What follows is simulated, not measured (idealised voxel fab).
Process module in this document: voxel gate over fins
Each square cell in cross-section cut measures 5 nm, and the section as a whole is 275 nm wide.
Format of a cross-section: grid, square cells. Given as bands. Order: top down. Band: one or more rows of cells.
Heads up on the band format: heights come first, top then bottom, in nm. After that it's the materials left to right, each with its width in nm. A single material flagged "full width" fills the whole band edge to edge, and "air" means there's empty space there.
Where do heights start? At 0: under that level the wafer as delivered is made of one material only. And the lowest band has no floor; it just carries on downward, as in "0 and below".
You'd read "30..40" like this: the band's top row of cells is as wide as the first number, its bottom row is as wide as the second, and going down, every row changes width by the same amount as the row before did.
"nothing got changed" -> step changed no cross-section cell.
Look at "Closed void list" for the closed voids: empty spaces with no open path to the top, sized 8 cells or up. Each is width x height at distance, distance from the left edge, all nm.
Post-settings text on a step line: simulator's own remark regarding the step.
A step's line can hold "overlay nm"; with a mask on that step, the setting says how far right of the planned place the mask lay, while a negative setting says it lay to the left.
## These are the steps we planned for the process
1,RECEIVE [material Si]
2,CONFORMAL_DEP [material SiN] [thk nm 10]
3,DIRECTIONAL_DEP [material aC] [thk nm 15]
4,PATTERN [tone cover] [mask id FINS] [material resist] [width nm 15] [pitch nm 50] [thk nm 35] [overlay nm 0]
5,DIRECTIONAL_ETCH [etch materials aC] [depth nm 15]
6,STRIP [etch materials resist]
7,DIRECTIONAL_ETCH [etch materials SiN] [depth nm 10]
8,DIRECTIONAL_ETCH [etch materials Si] [depth nm 40]
9,STRIP [etch materials aC]
10,OXIDIZE [depth nm 5]
11,FILL_DEP [material SiO2] [thk nm 15]
12,CMP [height nm 10]
13,MASKED_ETCH [tone open] [mask id RAIL] [width nm 15] [etch materials SiO2] [depth nm 45] [overlay nm 0]
14,CONFORMAL_DEP [material TiN] [thk nm 5]
15,FILL_DEP [material W] [thk nm 10]
16,CMP [height nm 10]
17,SELECTIVE_ETCH [etch materials W Ru TiN] [depth nm 30]
18,FILL_DEP [material SiO2] [thk nm 5]
19,CMP [height nm 10]
20,SELECTIVE_ETCH [etch materials SiO2] [depth nm 20]
21,STRIP [etch materials SiN]
22,CONFORMAL_DEP [material HfO2] [thk nm 5]
23,CONFORMAL_DEP [material TiN] [thk nm 5]
24,CONFORMAL_DEP [material TiAl] [thk nm 5]
25,CONFORMAL_DEP [material TiN] [thk nm 5]
26,FILL_DEP [material W] [thk nm 15]
27,CMP [height nm 30]
28,CONFORMAL_DEP [material SiCN] [thk nm 10]
## First wafer of two (run as planned)
## Cross-section: wafer on arrival = after step 1
> 0 and below | Si full width
> Closed void list: none
## Cross-section: wafer state after step 2
> 10 down to 0 | SiN full width
> Heights below 0 show no change.
## Cross-section: wafer state after step 3
> 25 down to 10 | aC full width
> Heights below 10 show no change.
## Cross-section: wafer state after step 4
> 60 down to 25 | 105 of air; 15 of resist; 35 of air; 15 of resist; 105 of air
> Heights below 25 show no change.
## Cross-section: wafer state after step 5
> 45 down to 25 | 105 of air; 15 of resist; 35 of air; 15 of resist; 105 of air
> 25 down to 10 | 105 of air; 15 of aC; 35 of air; 15 of aC; 105 of air
> Heights below 10 show no change.
## Cross-section: wafer state after step 6
> 25 down to 10 | 105 of air; 15 of aC; 35 of air; 15 of aC; 105 of air
> Heights below 10 show no change.
## Cross-section: wafer state after step 7
> 25 down to 10 | 105 of air; 15 of aC; 35 of air; 15 of aC; 105 of air
> 10 down to 0 | 105 of air; 15 of SiN; 35 of air; 15 of SiN; 105 of air
> Heights below 0 show no change.
## Cross-section: wafer state after step 8
> 25 down to 10 | 105 of air; 15 of aC; 35 of air; 15 of aC; 105 of air
> 10 down to 0 | 105 of air; 15 of SiN; 35 of air; 15 of SiN; 105 of air
> 0 down to -40 | 105 of air; 15 of Si; 35 of air; 15 of Si; 105 of air
> Heights below -40 show no change.
## Cross-section: wafer state after step 9
> 10 down to 0 | 105 of air; 15 of SiN; 35 of air; 15 of SiN; 105 of air
> Heights below 0 show no change.
## Cross-section: wafer state after step 10
> 10 down to 0 | 105 of air; 15 of SiN; 35 of air; 15 of SiN; 105 of air
> 0 down to -40 | 105 of air; 5 of SiO2; 5 of Si; 5 of SiO2; 35 of air; 5 of SiO2; 5 of Si; 5 of SiO2; 105 of air
> -40 down to -45 | 110 of SiO2; 5 of Si; 45 of SiO2; 5 of Si; 110 of SiO2
> Heights below -45 show no change.
## Cross-section: wafer state after step 11
> 25 down to 10 | SiO2 full width
> 10 down to 0 | 105 of SiO2; 15 of SiN; 35 of SiO2; 15 of SiN; 105 of SiO2
> 0 down to -45 | 110 of SiO2; 5 of Si; 45 of SiO2; 5 of Si; 110 of SiO2
> Heights below -45 show no change.
## Cross-section: wafer state after step 12
> 10 down to 0 | 105 of SiO2; 15 of SiN; 35 of SiO2; 15 of SiN; 105 of SiO2
> Heights below 0 show no change.
## Cross-section: wafer state after step 13
> 10 down to 0 | 105 of SiO2; 15 of SiN; 10 of SiO2; 15 of air; 10 of SiO2; 15 of SiN; 105 of SiO2
> 0 down to -35 | 110 of SiO2; 5 of Si; 15 of SiO2; 15 of air; 15 of SiO2; 5 of Si; 110 of SiO2
> Heights below -35 show no change.
## Cross-section: wafer state after step 14
> 15 down to 10 | 135 of TiN; 5 of air; 135 of TiN
> 10 down to 0 | 105 of SiO2; 15 of SiN; 10 of SiO2; 5 of TiN; 5 of air; 5 of TiN; 10 of SiO2; 15 of SiN; 105 of SiO2
> 0 down to -30 | 110 of SiO2; 5 of Si; 15 of SiO2; 5 of TiN; 5 of air; 5 of TiN; 15 of SiO2; 5 of Si; 110 of SiO2
> -30 down to -35 | 110 of SiO2; 5 of Si; 15 of SiO2; 15 of TiN; 15 of SiO2; 5 of Si; 110 of SiO2
> Heights below -35 show no change.
## Cross-section: wafer state after step 15
> 25 down to 15 | W full width
> 15 down to 10 | 135 of TiN; 5 of W; 135 of TiN
> 10 down to 0 | 105 of SiO2; 15 of SiN; 10 of SiO2; 5 of TiN; 5 of W; 5 of TiN; 10 of SiO2; 15 of SiN; 105 of SiO2
> 0 down to -30 | 110 of SiO2; 5 of Si; 15 of SiO2; 5 of TiN; 5 of W; 5 of TiN; 15 of SiO2; 5 of Si; 110 of SiO2
> Heights below -30 show no change.
## Cross-section: wafer state after step 16
> 10 down to 0 | 105 of SiO2; 15 of SiN; 10 of SiO2; 5 of TiN; 5 of W; 5 of TiN; 10 of SiO2; 15 of SiN; 105 of SiO2
> Heights below 0 show no change.
## Cross-section: wafer state after step 17
> 10 down to 0 | 105 of SiO2; 15 of SiN; 10 of SiO2; 15 of air; 10 of SiO2; 15 of SiN; 105 of SiO2
> 0 down to -20 | 110 of SiO2; 5 of Si; 15 of SiO2; 15 of air; 15 of SiO2; 5 of Si; 110 of SiO2
> Heights below -20 show no change.
## Cross-section: wafer state after step 18
> 15 down to 10 | SiO2 full width
> 10 down to 0 | 105 of SiO2; 15 of SiN; 35 of SiO2; 15 of SiN; 105 of SiO2
> 0 down to -20 | 110 of SiO2; 5 of Si; 45 of SiO2; 5 of Si; 110 of SiO2
> Heights below -20 show no change.
## Cross-section: wafer state after step 19
> 10 down to 0 | 105 of SiO2; 15 of SiN; 35 of SiO2; 15 of SiN; 105 of SiO2
> Heights below 0 show no change.
## Cross-section: wafer state after step 20
> 10 down to 0 | 105 of air; 15 of SiN; 35 of air; 15 of SiN; 105 of air
> 0 down to -10 | 110 of air; 5 of Si; 45 of air; 5 of Si; 110 of air
> Heights below -10 show no change.
## Cross-section: wafer state after step 21
> 0 down to -10 | 110 of air; 5 of Si; 45 of air; 5 of Si; 110 of air
> Heights below -10 show no change.
## Cross-section: wafer state after step 22
> 5 down to 0 | 105 of air; 15 of HfO2; 35 of air; 15 of HfO2; 105 of air
> 0 down to -5 | 105 of air; 5 of HfO2; 5 of Si; 5 of HfO2; 35 of air; 5 of HfO2; 5 of Si; 5 of HfO2; 105 of air
> -5 down to -10 | 110 of HfO2; 5 of Si; 45 of HfO2; 5 of Si; 110 of HfO2
> Heights below -10 show no change.
## Cross-section: wafer state after step 23
> 10 down to 5 | 100 of air; 25 of TiN; 25 of air; 25 of TiN; 100 of air
> 5 down to 0 | 100 of air; 5 of TiN; 15 of HfO2; 5 of TiN; 25 of air; 5 of TiN; 15 of HfO2; 5 of TiN; 100 of air
> 0 down to -5 | 105 of TiN; 5 of HfO2; 5 of Si; 5 of HfO2; 35 of TiN; 5 of HfO2; 5 of Si; 5 of HfO2; 105 of TiN
> Heights below -5 show no change.
## Cross-section: wafer state after step 24
> 15 down to 10 | 95 of air; 35 of TiAl; 15 of air; 35 of TiAl; 95 of air
> 10 down to 5 | 95 of air; 5 of TiAl; 25 of TiN; 5 of TiAl; 15 of air; 5 of TiAl; 25 of TiN; 5 of TiAl; 95 of air
> 5 down to 0 | 100 of TiAl; 5 of TiN; 15 of HfO2; 5 of TiN; 25 of TiAl; 5 of TiN; 15 of HfO2; 5 of TiN; 100 of TiAl
> Heights below 0 show no change.
## Cross-section: wafer state after step 25
> 20 down to 15 | 90 of air; 45 of TiN; 5 of air; 45 of TiN; 90 of air
> 15 down to 10 | 90 of air; 5 of TiN; 35 of TiAl; 5 of TiN; 5 of air; 5 of TiN; 35 of TiAl; 5 of TiN; 90 of air
> 10 down to 5 | 95 of TiN; 5 of TiAl; 25 of TiN; 5 of TiAl; 15 of TiN; 5 of TiAl; 25 of TiN; 5 of TiAl; 95 of TiN
> Heights below 5 show no change.
## Cross-section: wafer state after step 26
> 35 down to 20 | W full width
> 20 down to 15 | 90 of W; 45 of TiN; 5 of W; 45 of TiN; 90 of W
> 15 down to 10 | 90 of W; 5 of TiN; 35 of TiAl; 5 of TiN; 5 of W; 5 of TiN; 35 of TiAl; 5 of TiN; 90 of W
> Heights below 10 show no change.
## Cross-section: wafer state after step 27
> 30 down to 20 | W full width
> Heights below 20 show no change.
## Cross-section: wafer state after step 28
> 40 down to 30 | SiCN full width
> Heights below 30 show no change.
## The Second Wafer: Common Origin and Plan, One Mistake in Execution, Identical to the First Through Step 3
## Cross-section of the second wafer corresponding to the planned conclusion of step 4
> 60 down to 25 | 100 of air; 15 of resist; 35 of air; 15 of resist; 110 of air
> Heights below 25 show no change.
## Cross-section of the second wafer corresponding to the planned conclusion of step 5
> 45 down to 25 | 100 of air; 15 of resist; 35 of air; 15 of resist; 110 of air
> 25 down to 10 | 100 of air; 15 of aC; 35 of air; 15 of aC; 110 of air
> Heights below 10 show no change.
## Cross-section of the second wafer corresponding to the planned conclusion of step 6
> 25 down to 10 | 100 of air; 15 of aC; 35 of air; 15 of aC; 110 of air
> Heights below 10 show no change.
## Cross-section of the second wafer corresponding to the planned conclusion of step 7
> 25 down to 10 | 100 of air; 15 of aC; 35 of air; 15 of aC; 110 of air
> 10 down to 0 | 100 of air; 15 of SiN; 35 of air; 15 of SiN; 110 of air
> Heights below 0 show no change.
## Cross-section of the second wafer corresponding to the planned conclusion of step 8
> 25 down to 10 | 100 of air; 15 of aC; 35 of air; 15 of aC; 110 of air
> 10 down to 0 | 100 of air; 15 of SiN; 35 of air; 15 of SiN; 110 of air
> 0 down to -40 | 100 of air; 15 of Si; 35 of air; 15 of Si; 110 of air
> Heights below -40 show no change.
## Cross-section of the second wafer corresponding to the planned conclusion of step 9
> 10 down to 0 | 100 of air; 15 of SiN; 35 of air; 15 of SiN; 110 of air
> Heights below 0 show no change.
## Cross-section of the second wafer corresponding to the planned conclusion of step 10
> 10 down to 0 | 100 of air; 15 of SiN; 35 of air; 15 of SiN; 110 of air
> 0 down to -40 | 100 of air; 5 of SiO2; 5 of Si; 5 of SiO2; 35 of air; 5 of SiO2; 5 of Si; 5 of SiO2; 110 of air
> -40 down to -45 | 105 of SiO2; 5 of Si; 45 of SiO2; 5 of Si; 115 of SiO2
> Heights below -45 show no change.
## Cross-section of the second wafer corresponding to the planned conclusion of step 11
> 25 down to 10 | SiO2 full width
> 10 down to 0 | 100 of SiO2; 15 of SiN; 35 of SiO2; 15 of SiN; 110 of SiO2
> 0 down to -45 | 105 of SiO2; 5 of Si; 45 of SiO2; 5 of Si; 115 of SiO2
> Heights below -45 show no change.
## Cross-section of the second wafer corresponding to the planned conclusion of step 12
> 10 down to 0 | 100 of SiO2; 15 of SiN; 35 of SiO2; 15 of SiN; 110 of SiO2
> Heights below 0 show no change.
## Cross-section of the second wafer corresponding to the planned conclusion of step 13
> 10 down to 0 | 100 of SiO2; 15 of SiN; 15 of SiO2; 15 of air; 5 of SiO2; 15 of SiN; 110 of SiO2
> 0 down to -35 | 105 of SiO2; 5 of Si; 20 of SiO2; 15 of air; 10 of SiO2; 5 of Si; 115 of SiO2
> Heights below -35 show no change.
## Cross-section of the second wafer corresponding to the planned conclusion of step 14
> 15 down to 10 | 135 of TiN; 5 of air; 135 of TiN
> 10 down to 0 | 100 of SiO2; 15 of SiN; 15 of SiO2; 5 of TiN; 5 of air; 5 of TiN; 5 of SiO2; 15 of SiN; 110 of SiO2
> 0 down to -30 | 105 of SiO2; 5 of Si; 20 of SiO2; 5 of TiN; 5 of air; 5 of TiN; 10 of SiO2; 5 of Si; 115 of SiO2
> -30 down to -35 | 105 of SiO2; 5 of Si; 20 of SiO2; 15 of TiN; 10 of SiO2; 5 of Si; 115 of SiO2
> Heights below -35 show no change.
## Cross-section of the second wafer corresponding to the planned conclusion of step 15
> 25 down to 15 | W full width
> 15 down to 10 | 135 of TiN; 5 of W; 135 of TiN
> 10 down to 0 | 100 of SiO2; 15 of SiN; 15 of SiO2; 5 of TiN; 5 of W; 5 of TiN; 5 of SiO2; 15 of SiN; 110 of SiO2
> 0 down to -30 | 105 of SiO2; 5 of Si; 20 of SiO2; 5 of TiN; 5 of W; 5 of TiN; 10 of SiO2; 5 of Si; 115 of SiO2
> Heights below -30 show no change.
## Cross-section of the second wafer corresponding to the planned conclusion of step 16
> 10 down to 0 | 100 of SiO2; 15 of SiN; 15 of SiO2; 5 of TiN; 5 of W; 5 of TiN; 5 of SiO2; 15 of SiN; 110 of SiO2
> Heights below 0 show no change.
## Cross-section of the second wafer corresponding to the planned conclusion of step 17
> 10 down to 0 | 100 of SiO2; 15 of SiN; 15 of SiO2; 15 of air; 5 of SiO2; 15 of SiN; 110 of SiO2
> 0 down to -20 | 105 of SiO2; 5 of Si; 20 of SiO2; 15 of air; 10 of SiO2; 5 of Si; 115 of SiO2
> Heights below -20 show no change.
## Cross-section of the second wafer corresponding to the planned conclusion of step 18
> 15 down to 10 | SiO2 full width
> 10 down to 0 | 100 of SiO2; 15 of SiN; 35 of SiO2; 15 of SiN; 110 of SiO2
> 0 down to -20 | 105 of SiO2; 5 of Si; 45 of SiO2; 5 of Si; 115 of SiO2
> Heights below -20 show no change.
## Cross-section of the second wafer corresponding to the planned conclusion of step 19
> 10 down to 0 | 100 of SiO2; 15 of SiN; 35 of SiO2; 15 of SiN; 110 of SiO2
> Heights below 0 show no change.
## Cross-section of the second wafer corresponding to the planned conclusion of step 20
> 10 down to 0 | 100 of air; 15 of SiN; 35 of air; 15 of SiN; 110 of air
> 0 down to -10 | 105 of air; 5 of Si; 45 of air; 5 of Si; 115 of air
> Heights below -10 show no change.
## Cross-section of the second wafer corresponding to the planned conclusion of step 21
> 0 down to -10 | 105 of air; 5 of Si; 45 of air; 5 of Si; 115 of air
> Heights below -10 show no change.
## Cross-section of the second wafer corresponding to the planned conclusion of step 22
> 5 down to 0 | 100 of air; 15 of HfO2; 35 of air; 15 of HfO2; 110 of air
> 0 down to -5 | 100 of air; 5 of HfO2; 5 of Si; 5 of HfO2; 35 of air; 5 of HfO2; 5 of Si; 5 of HfO2; 110 of air
> -5 down to -10 | 105 of HfO2; 5 of Si; 45 of HfO2; 5 of Si; 115 of HfO2
> Heights below -10 show no change.
## Cross-section of the second wafer corresponding to the planned conclusion of step 23
> 10 down to 5 | 95 of air; 25 of TiN; 25 of air; 25 of TiN; 105 of air
> 5 down to 0 | 95 of air; 5 of TiN; 15 of HfO2; 5 of TiN; 25 of air; 5 of TiN; 15 of HfO2; 5 of TiN; 105 of air
> 0 down to -5 | 100 of TiN; 5 of HfO2; 5 of Si; 5 of HfO2; 35 of TiN; 5 of HfO2; 5 of Si; 5 of HfO2; 110 of TiN
> Heights below -5 show no change.
## Cross-section of the second wafer corresponding to the planned conclusion of step 24
> 15 down to 10 | 90 of air; 35 of TiAl; 15 of air; 35 of TiAl; 100 of air
> 10 down to 5 | 90 of air; 5 of TiAl; 25 of TiN; 5 of TiAl; 15 of air; 5 of TiAl; 25 of TiN; 5 of TiAl; 100 of air
> 5 down to 0 | 95 of TiAl; 5 of TiN; 15 of HfO2; 5 of TiN; 25 of TiAl; 5 of TiN; 15 of HfO2; 5 of TiN; 105 of TiAl
> Heights below 0 show no change.
## Cross-section of the second wafer corresponding to the planned conclusion of step 25
> 20 down to 15 | 85 of air; 45 of TiN; 5 of air; 45 of TiN; 95 of air
> 15 down to 10 | 85 of air; 5 of TiN; 35 of TiAl; 5 of TiN; 5 of air; 5 of TiN; 35 of TiAl; 5 of TiN; 95 of air
> 10 down to 5 | 90 of TiN; 5 of TiAl; 25 of TiN; 5 of TiAl; 15 of TiN; 5 of TiAl; 25 of TiN; 5 of TiAl; 100 of TiN
> Heights below 5 show no change.
## Cross-section of the second wafer corresponding to the planned conclusion of step 26
> 35 down to 20 | W full width
> 20 down to 15 | 85 of W; 45 of TiN; 5 of W; 45 of TiN; 95 of W
> 15 down to 10 | 85 of W; 5 of TiN; 35 of TiAl; 5 of TiN; 5 of W; 5 of TiN; 35 of TiAl; 5 of TiN; 95 of W
> Heights below 10 show no change.
## Cross-section of the second wafer corresponding to the planned conclusion of step 27
> 30 down to 20 | W full width
> Heights below 20 show no change.
## Cross-section of the second wafer corresponding to the planned conclusion of step 28
> 40 down to 30 | SiCN full width
> Heights below 30 show no change.
Heads up, the wafer didn't run the way we planned it: step 4 was not run as planned; what actually ran was PATTERN [tone cover] [mask id FINS] [material resist] [width nm 15] [pitch nm 50] [thk nm 35] [overlay nm -5]
at the end the second wafer has, in cells: as many of each material as the first, in other places
